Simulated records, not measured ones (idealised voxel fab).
process module | voxel double patterning
cross-section cut | 155 nm wide | cells 5 nm
A cross-section is a grid of square cells, given in bands from the top down. A band is one or more rows of cells.
Each band's line starts with the height of the band's top and of its bottom, in nm. Then come its materials from left to right, each with its width in nm. One material with "throughout" fills the band from edge to edge. "air" is empty space.
Height 0 is the level under which the wafer as received is all one material. The lowest band goes on downwards, as in "0 down".
A width such as "30 to 40" changes by the same amount from each row of cells to the next, from the band's top row to its bottom row.
"no change" after a step means that no cell of the cross-section changed.
closed voids: empty space of 8 cells or more with no open way to the top, each as width x height at its distance from the left edge, in nm
after a step's settings: what the simulator itself notes on the step
overlay nm, on a step with a mask: how far to the right of its planned place the mask lay; to the left if negative
plan
1 op RECEIVE | material Si
2 op CONFORMAL_DEP | material SiO2 | thk nm 10
3 op DIRECTIONAL_DEP | material polySi | thk nm 15
4 op DIRECTIONAL_DEP | material SiCN | thk nm 10
5 op MASKED_ETCH | tone open | mask id FIRST | width nm 15 | pitch nm 50 | etch materials SiCN | depth nm 10 | overlay nm 0
6 op MASKED_ETCH | tone open | mask id SECOND | width nm 15 | pitch nm 50 | etch materials SiCN | depth nm 10 | overlay nm 0
7 op DIRECTIONAL_ETCH | etch materials polySi | depth nm 15
8 op STRIP | etch materials SiCN
as received, after step 1
  0 down: Si throughout
  closed voids: none
first wafer at the end, as planned
  25 to 10: polySi 20 | air 15 | polySi 10 | air 15 | polySi 10 | air 15 | polySi 10 | air 15 | polySi 10 | air 15 | polySi 20
  10 to 0: SiO2 throughout
  0 down: Si throughout
  closed voids: none
second wafer at the end: like start, like plan, one mistake
  35 to 25: SiCN 20 | air 15 | SiCN 10 | air 15 | SiCN 10 | air 15 | SiCN 10 | air 15 | SiCN 10 | air 15 | SiCN 20
  25 to 10: polySi 20 | air 15 | polySi 10 | air 15 | polySi 10 | air 15 | polySi 10 | air 15 | polySi 10 | air 15 | polySi 20
  10 to 0: SiO2 throughout
  0 down: Si throughout
  closed voids: none
what went wrong: step 8 was left out
at the end the second wafer has, in cells: 32 more of SiCN
